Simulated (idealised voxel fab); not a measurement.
The process module that follows is named voxel capacitor over wiring.
The cross-section on display is named cut; it measures 280 nm wide, and its cells are 5 nm squares.
Reading order for cross-sections: top band down to bottom band. Underlying form: a grid of square cells. Band size: one or more rows of cells. Heights first: top, then bottom, in nm. Then materials, left to right, each with a width in nm. "throughout" on a single material: fills the band edge to edge. "air": empty space. Zero point of the height axis is 0; under it, received wafer = one material. Lowest band: continues down indefinitely, "from 0 down". The expression "30->40" gives the width at the extremes of the band, the first number at its top row of cells and the second at its bottom row, with the width changing by equal amounts from each row to the next in between. Any step labelled "no alteration" changed none of the cells in the cross-section. "Closed internal voids" specifies each empty space that is not open to the top and that occupies no fewer than 8 cells, using the form width x height at distance, the distance measured from the left edge and all three quantities in nm. It should be noted that, on the line of a given step, the content following the step's settings is a remark produced by the simulator itself with respect to that step. Each step line may optionally specify "overlay nm", which for a step with a mask gives the rightward distance between the mask's planned place and where it lay, a negative value indicating the leftward direction.
This section lists the process steps that were planned:
| 1 | RECEIVE,material Si |
| 2 | CONFORMAL_DEP,material SiO2,thk nm 10 |
| 3 | CONFORMAL_DEP,material SiN,thk nm 5 |
| 4 | DIRECTIONAL_DEP,material SiO2,thk nm 15 |
| 5 | PATTERN,tone open,mask id METAL_1,material resist,width nm 20,pitch nm 70,thk nm 15,overlay nm 0 |
| 6 | DIRECTIONAL_ETCH,etch materials SiO2,depth nm 15 |
| 7 | DIRECTIONAL_ETCH,etch materials SiN,depth nm 5 |
| 8 | STRIP,etch materials resist |
| 9 | CONFORMAL_DEP,material TiN,thk nm 5 |
| 10 | FILL_DEP,material W,thk nm 10 |
| 11 | CMP,height nm 30 |
| 12 | EPI,material Ru,thk nm 5 |
| 13 | FILL_DEP,material SiCN,thk nm 5 |
| 14 | DIRECTIONAL_DEP,material lowk,thk nm 10 |
| 15 | DIRECTIONAL_DEP,material aC,thk nm 15 |
| 16 | PATTERN,tone open,mask id PLUG_1,material resist,width nm 15,thk nm 35,overlay nm 0 |
| 17 | DIRECTIONAL_ETCH,etch materials aC,depth nm 15 |
| 18 | STRIP,etch materials resist |
| 19 | DIRECTIONAL_ETCH,etch materials lowk,depth nm 10 |
| 20 | DIRECTIONAL_ETCH,etch materials SiCN,depth nm 5 |
| 21 | STRIP,etch materials aC |
| 22 | CONFORMAL_DEP,material TiN,thk nm 5 |
| 23 | FILL_DEP,material Ru,thk nm 10 |
| 24 | CMP,height nm 50 |
| 25 | DIRECTIONAL_DEP,material TiN,thk nm 5 |
| 26 | DIRECTIONAL_DEP,material HfO2,thk nm 5 |
| 27 | DIRECTIONAL_DEP,material TiN,thk nm 5 |
| 28 | DIRECTIONAL_DEP,material aC,thk nm 10 |
| 29 | PATTERN,tone cover,mask id UPPER_PLATE,material resist,width nm 55,thk nm 25,overlay nm 0 |
| 30 | DIRECTIONAL_ETCH,etch materials aC,depth nm 10 |
| 31 | STRIP,etch materials resist |
| 32 | DIRECTIONAL_ETCH,etch materials TiN,depth nm 5 |
| 33 | DIRECTIONAL_ETCH,etch materials HfO2,depth nm 5 |
| 34 | STRIP,etch materials aC |
| 35 | MASKED_ETCH,tone cover,mask id LOWER_PLATE,width nm 65,etch materials TiN,depth nm 5,overlay nm 0 |
| 36 | FILL_DEP,material SiO2,thk nm 15 |
| 37 | CMP,height nm 75 |
| 38 | DIRECTIONAL_DEP,material aC,thk nm 15 |
| 39 | PATTERN,tone open,mask id PLUG_2,material resist,width nm 15,thk nm 30,overlay nm 0 |
| 40 | DIRECTIONAL_ETCH,etch materials aC,depth nm 15 |
| 41 | STRIP,etch materials resist |
| 42 | DIRECTIONAL_ETCH,etch materials SiO2,depth nm 10 |
| 43 | STRIP,etch materials aC |
| 44 | CONFORMAL_DEP,material TiN,thk nm 5 |
| 45 | FILL_DEP,material Cu,thk nm 10 |
| 46 | CMP,height nm 75 |
| 47 | CONFORMAL_DEP,material SiCN,thk nm 5 |
Concerning the first of two wafers, which was run in accordance with the plan:
Received-state cross-section, reflecting completion of step 1:
    from 0 down  Si throughout
    Closed internal voids: none
Step 2 done - wafer cross-section:
    from 10 to 0  SiO2 throughout
    Under the height 0 nothing was changed.
Step 3 done - wafer cross-section:
    from 15 to 10  SiN throughout
    Under the height 10 nothing was changed.
Step 4 done - wafer cross-section:
    from 30 to 15  SiO2 throughout
    Under the height 15 nothing was changed.
Step 5 done - wafer cross-section:
    from 45 to 30  resist: 95  air: 20  resist: 50  air: 20  resist: 95
    Under the height 30 nothing was changed.
Step 6 done - wafer cross-section:
    from 45 to 30  resist: 95  air: 20  resist: 50  air: 20  resist: 95
    from 30 to 15  SiO2: 95  air: 20  SiO2: 50  air: 20  SiO2: 95
    Under the height 15 nothing was changed.
Step 7 done - wafer cross-section:
    from 45 to 30  resist: 95  air: 20  resist: 50  air: 20  resist: 95
    from 30 to 15  SiO2: 95  air: 20  SiO2: 50  air: 20  SiO2: 95
    from 15 to 10  SiN: 95  air: 20  SiN: 50  air: 20  SiN: 95
    Under the height 10 nothing was changed.
Step 8 done - wafer cross-section:
    from 30 to 15  SiO2: 95  air: 20  SiO2: 50  air: 20  SiO2: 95
    Under the height 15 nothing was changed.
Step 9 done - wafer cross-section:
    from 35 to 30  TiN: 100  air: 10  TiN: 60  air: 10  TiN: 100
    from 30 to 15  SiO2: 95  TiN: 5  air: 10  TiN: 5  SiO2: 50  TiN: 5  air: 10  TiN: 5  SiO2: 95
    from 15 to 10  SiN: 95  TiN: 20  SiN: 50  TiN: 20  SiN: 95
    Under the height 10 nothing was changed.
Step 10 done - wafer cross-section:
    from 45 to 35  W throughout
    from 35 to 30  TiN: 100  W: 10  TiN: 60  W: 10  TiN: 100
    from 30 to 15  SiO2: 95  TiN: 5  W: 10  TiN: 5  SiO2: 50  TiN: 5  W: 10  TiN: 5  SiO2: 95
    Under the height 15 nothing was changed.
Step 11 done - wafer cross-section:
    from 30 to 15  SiO2: 95  TiN: 5  W: 10  TiN: 5  SiO2: 50  TiN: 5  W: 10  TiN: 5  SiO2: 95
    Under the height 15 nothing was changed.
Step 12 done - wafer cross-section:
    from 35 to 30  air: 90  Ru: 30  air: 40  Ru: 30  air: 90
    Under the height 30 nothing was changed.
Step 13 done - wafer cross-section:
    from 40 to 35  SiCN throughout
    from 35 to 30  SiCN: 90  Ru: 30  SiCN: 40  Ru: 30  SiCN: 90
    Under the height 30 nothing was changed.
Step 14 done - wafer cross-section:
    from 50 to 40  lowk throughout
    Under the height 40 nothing was changed.
Step 15 done - wafer cross-section:
    from 65 to 50  aC throughout
    Under the height 50 nothing was changed.
Step 16 done - wafer cross-section:
    from 100 to 65  resist: 100  air: 15  resist: 165
    Under the height 65 nothing was changed.
Step 17 done - wafer cross-section:
    from 85 to 65  resist: 100  air: 15  resist: 165
    from 65 to 50  aC: 100  air: 15  aC: 165
    Under the height 50 nothing was changed.
Step 18 done - wafer cross-section:
    from 65 to 50  aC: 100  air: 15  aC: 165
    Under the height 50 nothing was changed.
Step 19 done - wafer cross-section:
    from 65 to 50  aC: 100  air: 15  aC: 165
    from 50 to 40  lowk: 100  air: 15  lowk: 165
    Under the height 40 nothing was changed.
Step 20 done - wafer cross-section:
    from 65 to 50  aC: 100  air: 15  aC: 165
    from 50 to 40  lowk: 100  air: 15  lowk: 165
    from 40 to 35  SiCN: 100  air: 15  SiCN: 165
    Under the height 35 nothing was changed.
Step 21 done - wafer cross-section:
    from 50 to 40  lowk: 100  air: 15  lowk: 165
    Under the height 40 nothing was changed.
Step 22 done - wafer cross-section:
    from 55 to 50  TiN: 105  air: 5  TiN: 170
    from 50 to 40  lowk: 100  TiN: 5  air: 5  TiN: 5  lowk: 165
    from 40 to 35  SiCN: 100  TiN: 15  SiCN: 165
    Under the height 35 nothing was changed.
Step 23 done - wafer cross-section:
    from 65 to 55  Ru throughout
    from 55 to 50  TiN: 105  Ru: 5  TiN: 170
    from 50 to 40  lowk: 100  TiN: 5  Ru: 5  TiN: 5  lowk: 165
    Under the height 40 nothing was changed.
Step 24 done - wafer cross-section:
    from 50 to 40  lowk: 100  TiN: 5  Ru: 5  TiN: 5  lowk: 165
    Under the height 40 nothing was changed.
Step 25 done - wafer cross-section:
    from 55 to 50  TiN throughout
    Under the height 50 nothing was changed.
Step 26 done - wafer cross-section:
    from 60 to 55  HfO2 throughout
    Under the height 55 nothing was changed.
Step 27 done - wafer cross-section:
    from 65 to 60  TiN throughout
    Under the height 60 nothing was changed.
Step 28 done - wafer cross-section:
    from 75 to 65  aC throughout
    Under the height 65 nothing was changed.
Step 29 done - wafer cross-section:
    from 100 to 75  air: 100  resist: 55  air: 125
    Under the height 75 nothing was changed.
Step 30 done - wafer cross-section:
    from 90 to 75  air: 100  resist: 55  air: 125
    from 75 to 65  air: 100  aC: 55  air: 125
    Under the height 65 nothing was changed.
Step 31 done - wafer cross-section:
    from 75 to 65  air: 100  aC: 55  air: 125
    Under the height 65 nothing was changed.
Step 32 done - wafer cross-section:
    from 75 to 65  air: 100  aC: 55  air: 125
    from 65 to 60  air: 100  TiN: 55  air: 125
    Under the height 60 nothing was changed.
Step 33 done - wafer cross-section:
    from 75 to 65  air: 100  aC: 55  air: 125
    from 65 to 60  air: 100  TiN: 55  air: 125
    from 60 to 55  air: 100  HfO2: 55  air: 125
    Under the height 55 nothing was changed.
Step 34 done - wafer cross-section:
    from 65 to 60  air: 100  TiN: 55  air: 125
    Under the height 60 nothing was changed.
Step 35 done - wafer cross-section:
    from 65 to 60  air: 100  TiN: 55  air: 125
    from 60 to 55  air: 100  HfO2: 55  air: 125
    from 55 to 50  air: 95  TiN: 65  air: 120
    Under the height 50 nothing was changed.
Step 36 done - wafer cross-section:
    from 80 to 65  SiO2 throughout
    from 65 to 60  SiO2: 100  TiN: 55  SiO2: 125
    from 60 to 55  SiO2: 100  HfO2: 55  SiO2: 125
    from 55 to 50  SiO2: 95  TiN: 65  SiO2: 120
    Under the height 50 nothing was changed.
Step 37 done - wafer cross-section:
    from 75 to 65  SiO2 throughout
    Under the height 65 nothing was changed.
Step 38 done - wafer cross-section:
    from 90 to 75  aC throughout
    Under the height 75 nothing was changed.
Step 39 done - wafer cross-section:
    from 120 to 90  resist: 110  air: 15  resist: 155
    Under the height 90 nothing was changed.
Step 40 done - wafer cross-section:
    from 105 to 90  resist: 110  air: 15  resist: 155
    from 90 to 75  aC: 110  air: 15  aC: 155
    Under the height 75 nothing was changed.
Step 41 done - wafer cross-section:
    from 90 to 75  aC: 110  air: 15  aC: 155
    Under the height 75 nothing was changed.
Step 42 done - wafer cross-section:
    from 90 to 75  aC: 110  air: 15  aC: 155
    from 75 to 65  SiO2: 110  air: 15  SiO2: 155
    Under the height 65 nothing was changed.
Step 43 done - wafer cross-section:
    from 75 to 65  SiO2: 110  air: 15  SiO2: 155
    Under the height 65 nothing was changed.
Step 44 done - wafer cross-section:
    from 80 to 75  TiN: 115  air: 5  TiN: 160
    from 75 to 70  SiO2: 110  TiN: 5  air: 5  TiN: 5  SiO2: 155
    from 70 to 60  SiO2: 110->100  TiN: 15->55  SiO2: 155->125
    Under the height 60 nothing was changed.
Step 45 done - wafer cross-section:
    from 90 to 80  Cu throughout
    from 80 to 75  TiN: 115  Cu: 5  TiN: 160
    from 75 to 70  SiO2: 110  TiN: 5  Cu: 5  TiN: 5  SiO2: 155
    Under the height 70 nothing was changed.
Step 46 done - wafer cross-section:
    from 75 to 70  SiO2: 110  TiN: 5  Cu: 5  TiN: 5  SiO2: 155
    Under the height 70 nothing was changed.
Step 47 done - wafer cross-section:
    from 80 to 75  SiCN throughout
    Under the height 75 nothing was changed.
It is to be noted that the second wafer proceeded from the same initial state and according to the same plan as the first, although one mistake was committed in its execution; through step 1, inclusive, the two wafers share an identical history:
Second wafer at the planned finish of step 2, seen in cross-section:
    from 5 to 0  SiN throughout
    Under the height 0 nothing was changed.
Second wafer at the planned finish of step 3, seen in cross-section:
    from 15 to 5  SiO2 throughout
    Under the height 5 nothing was changed.
Second wafer at the planned finish of step 4, seen in cross-section:
    from 30 to 5  SiO2 throughout
    Under the height 5 nothing was changed.
Second wafer at the planned finish of step 5, seen in cross-section:
    from 45 to 30  resist: 95  air: 20  resist: 50  air: 20  resist: 95
    Under the height 30 nothing was changed.
Second wafer at the planned finish of step 6, seen in cross-section:
    from 45 to 30  resist: 95  air: 20  resist: 50  air: 20  resist: 95
    from 30 to 15  SiO2: 95  air: 20  SiO2: 50  air: 20  SiO2: 95
    Under the height 15 nothing was changed.
Second wafer at the planned finish of step 7, seen in cross-section: no alteration
Second wafer at the planned finish of step 8, seen in cross-section:
    from 30 to 15  SiO2: 95  air: 20  SiO2: 50  air: 20  SiO2: 95
    Under the height 15 nothing was changed.
Second wafer at the planned finish of step 9, seen in cross-section:
    from 35 to 30  TiN: 100  air: 10  TiN: 60  air: 10  TiN: 100
    from 30 to 20  SiO2: 95  TiN: 5  air: 10  TiN: 5  SiO2: 50  TiN: 5  air: 10  TiN: 5  SiO2: 95
    from 20 to 15  SiO2: 95  TiN: 20  SiO2: 50  TiN: 20  SiO2: 95
    Under the height 15 nothing was changed.
Second wafer at the planned finish of step 10, seen in cross-section:
    from 45 to 35  W throughout
    from 35 to 30  TiN: 100  W: 10  TiN: 60  W: 10  TiN: 100
    from 30 to 20  SiO2: 95  TiN: 5  W: 10  TiN: 5  SiO2: 50  TiN: 5  W: 10  TiN: 5  SiO2: 95
    Under the height 20 nothing was changed.
Second wafer at the planned finish of step 11, seen in cross-section:
    from 30 to 20  SiO2: 95  TiN: 5  W: 10  TiN: 5  SiO2: 50  TiN: 5  W: 10  TiN: 5  SiO2: 95
    Under the height 20 nothing was changed.
Second wafer at the planned finish of step 12, seen in cross-section:
    from 35 to 30  air: 90  Ru: 30  air: 40  Ru: 30  air: 90
    Under the height 30 nothing was changed.
Second wafer at the planned finish of step 13, seen in cross-section:
    from 40 to 35  SiCN throughout
    from 35 to 30  SiCN: 90  Ru: 30  SiCN: 40  Ru: 30  SiCN: 90
    Under the height 30 nothing was changed.
Second wafer at the planned finish of step 14, seen in cross-section:
    from 50 to 40  lowk throughout
    Under the height 40 nothing was changed.
Second wafer at the planned finish of step 15, seen in cross-section:
    from 65 to 50  aC throughout
    Under the height 50 nothing was changed.
Second wafer at the planned finish of step 16, seen in cross-section:
    from 100 to 65  resist: 100  air: 15  resist: 165
    Under the height 65 nothing was changed.
Second wafer at the planned finish of step 17, seen in cross-section:
    from 85 to 65  resist: 100  air: 15  resist: 165
    from 65 to 50  aC: 100  air: 15  aC: 165
    Under the height 50 nothing was changed.
Second wafer at the planned finish of step 18, seen in cross-section:
    from 65 to 50  aC: 100  air: 15  aC: 165
    Under the height 50 nothing was changed.
Second wafer at the planned finish of step 19, seen in cross-section:
    from 65 to 50  aC: 100  air: 15  aC: 165
    from 50 to 40  lowk: 100  air: 15  lowk: 165
    Under the height 40 nothing was changed.
Second wafer at the planned finish of step 20, seen in cross-section:
    from 65 to 50  aC: 100  air: 15  aC: 165
    from 50 to 40  lowk: 100  air: 15  lowk: 165
    from 40 to 35  SiCN: 100  air: 15  SiCN: 165
    Under the height 35 nothing was changed.
Second wafer at the planned finish of step 21, seen in cross-section:
    from 50 to 40  lowk: 100  air: 15  lowk: 165
    Under the height 40 nothing was changed.
Second wafer at the planned finish of step 22, seen in cross-section:
    from 55 to 50  TiN: 105  air: 5  TiN: 170
    from 50 to 40  lowk: 100  TiN: 5  air: 5  TiN: 5  lowk: 165
    from 40 to 35  SiCN: 100  TiN: 15  SiCN: 165
    Under the height 35 nothing was changed.
Second wafer at the planned finish of step 23, seen in cross-section:
    from 65 to 55  Ru throughout
    from 55 to 50  TiN: 105  Ru: 5  TiN: 170
    from 50 to 40  lowk: 100  TiN: 5  Ru: 5  TiN: 5  lowk: 165
    Under the height 40 nothing was changed.
Second wafer at the planned finish of step 24, seen in cross-section:
    from 50 to 40  lowk: 100  TiN: 5  Ru: 5  TiN: 5  lowk: 165
    Under the height 40 nothing was changed.
Second wafer at the planned finish of step 25, seen in cross-section:
    from 55 to 50  TiN throughout
    Under the height 50 nothing was changed.
Second wafer at the planned finish of step 26, seen in cross-section:
    from 60 to 55  HfO2 throughout
    Under the height 55 nothing was changed.
Second wafer at the planned finish of step 27, seen in cross-section:
    from 65 to 60  TiN throughout
    Under the height 60 nothing was changed.
Second wafer at the planned finish of step 28, seen in cross-section:
    from 75 to 65  aC throughout
    Under the height 65 nothing was changed.
Second wafer at the planned finish of step 29, seen in cross-section:
    from 100 to 75  air: 100  resist: 55  air: 125
    Under the height 75 nothing was changed.
Second wafer at the planned finish of step 30, seen in cross-section:
    from 90 to 75  air: 100  resist: 55  air: 125
    from 75 to 65  air: 100  aC: 55  air: 125
    Under the height 65 nothing was changed.
Second wafer at the planned finish of step 31, seen in cross-section:
    from 75 to 65  air: 100  aC: 55  air: 125
    Under the height 65 nothing was changed.
Second wafer at the planned finish of step 32, seen in cross-section:
    from 75 to 65  air: 100  aC: 55  air: 125
    from 65 to 60  air: 100  TiN: 55  air: 125
    Under the height 60 nothing was changed.
Second wafer at the planned finish of step 33, seen in cross-section:
    from 75 to 65  air: 100  aC: 55  air: 125
    from 65 to 60  air: 100  TiN: 55  air: 125
    from 60 to 55  air: 100  HfO2: 55  air: 125
    Under the height 55 nothing was changed.
Second wafer at the planned finish of step 34, seen in cross-section:
    from 65 to 60  air: 100  TiN: 55  air: 125
    Under the height 60 nothing was changed.
Second wafer at the planned finish of step 35, seen in cross-section:
    from 65 to 60  air: 100  TiN: 55  air: 125
    from 60 to 55  air: 100  HfO2: 55  air: 125
    from 55 to 50  air: 95  TiN: 65  air: 120
    Under the height 50 nothing was changed.
Second wafer at the planned finish of step 36, seen in cross-section:
    from 80 to 65  SiO2 throughout
    from 65 to 60  SiO2: 100  TiN: 55  SiO2: 125
    from 60 to 55  SiO2: 100  HfO2: 55  SiO2: 125
    from 55 to 50  SiO2: 95  TiN: 65  SiO2: 120
    Under the height 50 nothing was changed.
Second wafer at the planned finish of step 37, seen in cross-section:
    from 75 to 65  SiO2 throughout
    Under the height 65 nothing was changed.
Second wafer at the planned finish of step 38, seen in cross-section:
    from 90 to 75  aC throughout
    Under the height 75 nothing was changed.
Second wafer at the planned finish of step 39, seen in cross-section:
    from 120 to 90  resist: 110  air: 15  resist: 155
    Under the height 90 nothing was changed.
Second wafer at the planned finish of step 40, seen in cross-section:
    from 105 to 90  resist: 110  air: 15  resist: 155
    from 90 to 75  aC: 110  air: 15  aC: 155
    Under the height 75 nothing was changed.
Second wafer at the planned finish of step 41, seen in cross-section:
    from 90 to 75  aC: 110  air: 15  aC: 155
    Under the height 75 nothing was changed.
Second wafer at the planned finish of step 42, seen in cross-section:
    from 90 to 75  aC: 110  air: 15  aC: 155
    from 75 to 65  SiO2: 110  air: 15  SiO2: 155
    Under the height 65 nothing was changed.
Second wafer at the planned finish of step 43, seen in cross-section:
    from 75 to 65  SiO2: 110  air: 15  SiO2: 155
    Under the height 65 nothing was changed.
Second wafer at the planned finish of step 44, seen in cross-section:
    from 80 to 75  TiN: 115  air: 5  TiN: 160
    from 75 to 70  SiO2: 110  TiN: 5  air: 5  TiN: 5  SiO2: 155
    from 70 to 60  SiO2: 110->100  TiN: 15->55  SiO2: 155->125
    Under the height 60 nothing was changed.
Second wafer at the planned finish of step 45, seen in cross-section:
    from 90 to 80  Cu throughout
    from 80 to 75  TiN: 115  Cu: 5  TiN: 160
    from 75 to 70  SiO2: 110  TiN: 5  Cu: 5  TiN: 5  SiO2: 155
    Under the height 70 nothing was changed.
Second wafer at the planned finish of step 46, seen in cross-section:
    from 75 to 70  SiO2: 110  TiN: 5  Cu: 5  TiN: 5  SiO2: 155
    Under the height 70 nothing was changed.
Second wafer at the planned finish of step 47, seen in cross-section:
    from 80 to 75  SiCN throughout
    Under the height 75 nothing was changed.
What broke from the plan during processing? mixed up steps 2 and 3 - ran each in the other's place
Bottom line after processing is that, in cells, the second wafer is up or down on some materials versus the first: 8 more of SiN; 4 fewer of TiN; 4 fewer of W
